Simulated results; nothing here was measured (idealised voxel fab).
Title: Process Module voxel wiring stack
This is section cut - it's 205 nm across, gridded in 5 nm square cells.
Square cells in a grid make up a cross-section in this document, and the grid is given as bands, listed from the top down, each one or more rows of cells. Per band: top height and bottom height in nm, followed by the left-to-right materials and their widths in nm; "everywhere" marks a single material spanning edge to edge, "blank" marks empty space. Basically, 0 is our baseline, since under it the wafer straight out of the box is all one material. The bottom band has no lower end and keeps on going down, so it looks like "0 down". You'd read "30 to 40" like this: the band's top row of cells is as wide as the first number, its bottom row is as wide as the second, and going down, every row changes width by the same amount as the row before did. "no modification", as given for a step, is the statement that not any cell of the cross-section underwent a change during that step. Entry "Voids lacking openings". Content: empty spaces with no open connection to the top, size 8 cells or greater. Each: width x height at distance. Distance: from left edge. Unit: nm. On each step's line, the part that comes after the settings is the simulator's own comment on the step. Regarding "overlay nm": on a step with a mask, it is the distance the mask lay to the right of its planned place; a negative value places it to the left.

# Listed below are the process steps as planned
1: RECEIVE | material Si
2: CONFORMAL_DEP | material SiO2 | thk nm 10
3: CONFORMAL_DEP | material SiCN | thk nm 5
4: DIRECTIONAL_DEP | material SiO2 | thk nm 25
5: PATTERN | tone open | mask id METAL_1 | material resist | width nm 25 | pitch nm 40 | thk nm 15 | overlay nm 0
6: DIRECTIONAL_ETCH | etch materials SiO2 | depth nm 25
7: DIRECTIONAL_ETCH | etch materials SiCN | depth nm 5
8: STRIP | etch materials resist
9: CONFORMAL_DEP | material TiN | thk nm 5
10: FILL_DEP | material Cu | thk nm 5
11: CMP | height nm 40
12: EPI | material Ru | thk nm 5
13: FILL_DEP | material SiCN | thk nm 5
14: DIRECTIONAL_DEP | material SiO2 | thk nm 10
15: MASKED_ETCH | tone open | mask id PLUG_1 | width nm 15 | pitch nm 40 | etch materials SiO2 | depth nm 10 | overlay nm 0
16: MASKED_ETCH | tone open | mask id PLUG_1 | width nm 15 | pitch nm 40 | etch materials SiCN | depth nm 5 | overlay nm 0
17: EPI | material Ru | thk nm 10
18: EPI | material Ru | thk nm 5
19: CONFORMAL_DEP | material SiN | thk nm 5
20: DIRECTIONAL_DEP | material SiO2 | thk nm 25
21: MASKED_ETCH | tone open | mask id METAL_2 | width nm 25 | pitch nm 40 | etch materials SiO2 | depth nm 25 | overlay nm 0
22: MASKED_ETCH | tone open | mask id METAL_2 | width nm 25 | pitch nm 40 | etch materials SiN | depth nm 5 | overlay nm 0
23: CONFORMAL_DEP | material TiN | thk nm 5
24: FILL_DEP | material Cu | thk nm 5
25: CMP | height nm 90
26: CONFORMAL_DEP | material SiCN | thk nm 5
27: DIRECTIONAL_DEP | material lowk | thk nm 15
28: MASKED_ETCH | tone open | mask id PLUG_2 | width nm 15 | pitch nm 40 | etch materials lowk | depth nm 15 | overlay nm 0
29: MASKED_ETCH | tone open | mask id PLUG_2 | width nm 15 | pitch nm 40 | etch materials SiCN | depth nm 5 | overlay nm 0
30: EPI | material Ru | thk nm 10
31: EPI | material Ru | thk nm 10
32: CONFORMAL_DEP | material SiCN | thk nm 5
33: DIRECTIONAL_DEP | material lowk | thk nm 20
34: DIRECTIONAL_DEP | material aC | thk nm 15
35: PATTERN | tone open | mask id METAL_3 | material resist | width nm 25 | pitch nm 40 | thk nm 35 | overlay nm 0
36: DIRECTIONAL_ETCH | etch materials aC | depth nm 15
37: STRIP | etch materials resist
38: DIRECTIONAL_ETCH | etch materials lowk | depth nm 20
39: DIRECTIONAL_ETCH | etch materials SiCN | depth nm 5
40: STRIP | etch materials aC
41: CONFORMAL_DEP | material TiN | thk nm 5
42: FILL_DEP | material Cu | thk nm 10
43: CMP | height nm 135
44: CONFORMAL_DEP | material SiN | thk nm 5

# Cross-section: wafer on arrival = after step 1
0 down  Si everywhere
Voids lacking openings: none

# Run as planned - first of the two wafers cross-sectioned at the end of the module
140 to 135  SiN everywhere
135 to 115  lowk 30  TiN 5  Cu 15  TiN 5  lowk 15  TiN 5  Cu 15  TiN 5  lowk 15  TiN 5  Cu 15  TiN 5  lowk 15  TiN 5  Cu 15  TiN 5  lowk 30
115 to 110  SiCN 30  TiN 25  SiCN 15  TiN 25  SiCN 15  TiN 25  SiCN 15  TiN 25  SiCN 30
110 to 95  lowk 30  Ru 15  lowk 25  Ru 15  lowk 25  Ru 15  lowk 25  Ru 15  lowk 40
95 to 90  SiCN 30  Ru 15  SiCN 25  Ru 15  SiCN 25  Ru 15  SiCN 25  Ru 15  SiCN 40
90 to 65  SiO2 30  TiN 5  Cu 15  TiN 5  SiO2 15  TiN 5  Cu 15  TiN 5  SiO2 15  TiN 5  Cu 15  TiN 5  SiO2 15  TiN 5  Cu 15  TiN 5  SiO2 30
65 to 60  SiN 30  TiN 25  SiN 15  TiN 25  SiN 15  TiN 25  SiN 15  TiN 25  SiN 30
60 to 50  SiO2 30  Ru 15  SiO2 25  Ru 15  SiO2 25  Ru 15  SiO2 25  Ru 15  SiO2 40
50 to 40  SiCN 30 to 25  Ru 15 to 35  SiCN 25 to 5  Ru 15 to 35  SiCN 25 to 5  Ru 15 to 35  SiCN 25 to 5  Ru 15 to 35  SiCN 40 to 25
40 to 15  SiO2 30  TiN 5  Cu 15  TiN 5  SiO2 15  TiN 5  Cu 15  TiN 5  SiO2 15  TiN 5  Cu 15  TiN 5  SiO2 15  TiN 5  Cu 15  TiN 5  SiO2 30
15 to 10  SiCN 30  TiN 25  SiCN 15  TiN 25  SiCN 15  TiN 25  SiCN 15  TiN 25  SiCN 30
10 to 0  SiO2 everywhere
0 down  Si everywhere
Voids lacking openings: none

# End-of-module cross-section of the second wafer: identical starting point and process plan to the first, with one processing mistake
140 to 135  SiN everywhere
135 to 115  lowk 30  TiN 5  Cu 15  TiN 5  lowk 15  TiN 5  Cu 15  TiN 5  lowk 15  TiN 5  Cu 15  TiN 5  lowk 15  TiN 5  Cu 15  TiN 5  lowk 30
115 to 110  SiCN 30  TiN 25  SiCN 15  TiN 25  SiCN 15  TiN 25  SiCN 15  TiN 25  SiCN 30
110 to 95  lowk 30  Ru 15  lowk 25  Ru 15  lowk 25  Ru 15  lowk 25  Ru 15  lowk 40
95 to 90  SiCN 30  Ru 15  SiCN 25  Ru 15  SiCN 25  Ru 15  SiCN 25  Ru 15  SiCN 40
90 to 70  SiO2 30  TiN 5  Cu 15  TiN 5  SiO2 15  TiN 5  Cu 15  TiN 5  SiO2 15  TiN 5  Cu 15  TiN 5  SiO2 15  TiN 5  Cu 15  TiN 5  SiO2 30
70 to 65  SiO2 30  TiN 15  Cu 5  TiN 5  SiO2 15  TiN 15  Cu 5  TiN 5  SiO2 15  TiN 15  Cu 5  TiN 5  SiO2 15  TiN 15  Cu 5  TiN 5  SiO2 30
65 to 60  SiN 40  TiN 15  SiN 25  TiN 15  SiN 25  TiN 15  SiN 25  TiN 15  SiN 30
60 to 50  SiO2 30  Ru 15  SiO2 25  Ru 15  SiO2 25  Ru 15  SiO2 25  Ru 15  SiO2 40
50 to 40  SiCN 30 to 25  Ru 15 to 35  SiCN 25 to 5  Ru 15 to 35  SiCN 25 to 5  Ru 15 to 35  SiCN 25 to 5  Ru 15 to 35  SiCN 40 to 25
40 to 15  SiO2 30  TiN 5  Cu 15  TiN 5  SiO2 15  TiN 5  Cu 15  TiN 5  SiO2 15  TiN 5  Cu 15  TiN 5  SiO2 15  TiN 5  Cu 15  TiN 5  SiO2 30
15 to 10  SiCN 30  TiN 25  SiCN 15  TiN 25  SiCN 15  TiN 25  SiCN 15  TiN 25  SiCN 30
10 to 0  SiO2 everywhere
0 down  Si everywhere
Voids lacking openings: none
Processing error: step 22 ran differently from the plan; actual operation with settings: MASKED_ETCH | tone open | mask id METAL_2 | width nm 25 | pitch nm 40 | etch materials SiN | depth nm 5 | overlay nm 10
Upon completion, the second wafer contains, in terms of cells, a greater or smaller amount of certain materials than the first wafer: -8 Cu | +8 SiN
